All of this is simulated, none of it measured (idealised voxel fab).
Process module heading - voxel lift off
Cross-sectional view cut (width: 175 nm; square cell size: 5 nm).
When this document writes out a cross-section, it uses a grid of square cells and lists it as bands, beginning at the top and moving down, with a band standing for one or more rows of cells. The band entry comprises the height of the band's top followed by the height of its bottom, expressed in nm, and subsequently the band's materials from left to right, each stated together with its width in nm. Where a single material is marked with the word "full width", that material fills the band from edge to edge. The word "empty" represents empty space. We count height from 0. Below that, the starting wafer is all one material. The lowest band never ends at the bottom but goes on down; see "0 down" for how that is written. A width such as "30 to 40" changes by the same amount from each row of cells to the next, from the band's top row to its bottom row. What does "no change" mean for a step? It means no cell of the cross-section changed in that step. The list in "Trapped cavities" covers empty spaces of 8 cells or more that cannot reach the top through any open way, and it gives each as width x height at distance; the distance is from the left edge, and width, height and distance are in nm. What comes after the settings on a step's line is commentary from the simulator itself on that step. The optional step-line setting "overlay nm" applies to steps with a mask and quantifies how far to the right of its planned location the mask lay, a negative value indicating leftward placement.
## Intended process steps
step 1: op RECEIVE | material Si
step 2: op CONFORMAL_DEP | material SiN | thk nm 15
step 3: op PATTERN | tone open | mask id LINES | material resist | width nm 15 | pitch nm 35 | thk nm 25 | overlay nm 0
step 4: op DIRECTIONAL_DEP | material Ru | thk nm 10
step 5: op STRIP | etch materials resist
step 6: op CONFORMAL_DEP | material SiCN | thk nm 10
## Below: the first of two wafers, run as planned
## Wafer cross-section on receipt, i.e. after step 1
    0 down = Si full width
    Trapped cavities: none
## Once step 2 is through, the wafer looks like this in cross-section
    15 to 0 = SiN full width
    Under 0: no change, same as before.
## Once step 3 is through, the wafer looks like this in cross-section
    40 to 15 = 25 nm resist, 15 nm empty, 20 nm resist, 15 nm empty, 20 nm resist, 15 nm empty, 20 nm resist, 15 nm empty, 30 nm resist
    Under 15: no change, same as before.
## Once step 4 is through, the wafer looks like this in cross-section
    50 to 40 = 25 nm Ru, 15 nm empty, 20 nm Ru, 15 nm empty, 20 nm Ru, 15 nm empty, 20 nm Ru, 15 nm empty, 30 nm Ru
    40 to 25 = 25 nm resist, 15 nm empty, 20 nm resist, 15 nm empty, 20 nm resist, 15 nm empty, 20 nm resist, 15 nm empty, 30 nm resist
    25 to 15 = 25 nm resist, 15 nm Ru, 20 nm resist, 15 nm Ru, 20 nm resist, 15 nm Ru, 20 nm resist, 15 nm Ru, 30 nm resist
    Under 15: no change, same as before.
## Once step 5 is through, the wafer looks like this in cross-section
    25 to 15 = 25 nm empty, 15 nm Ru, 20 nm empty, 15 nm Ru, 20 nm empty, 15 nm Ru, 20 nm empty, 15 nm Ru, 30 nm empty
    Under 15: no change, same as before.
## Once step 6 is through, the wafer looks like this in cross-section
    35 to 25 = 15 nm empty, 140 nm SiCN, 20 nm empty
    25 to 15 = 25 nm SiCN, 15 nm Ru, 20 nm SiCN, 15 nm Ru, 20 nm SiCN, 15 nm Ru, 20 nm SiCN, 15 nm Ru, 30 nm SiCN
    Under 15: no change, same as before.
## Second Wafer (Identical Start and Plan, One Processing Error; Matches First Wafer Through Step 5)
Cross-sectional representation of the second wafer at the time designated in the plan for the completion of step 6: no change
Error vs. plan: step 6 of the plan was bypassed and not carried out
Materials where the second wafer ends with more or fewer cells than the first: -102 SiCN
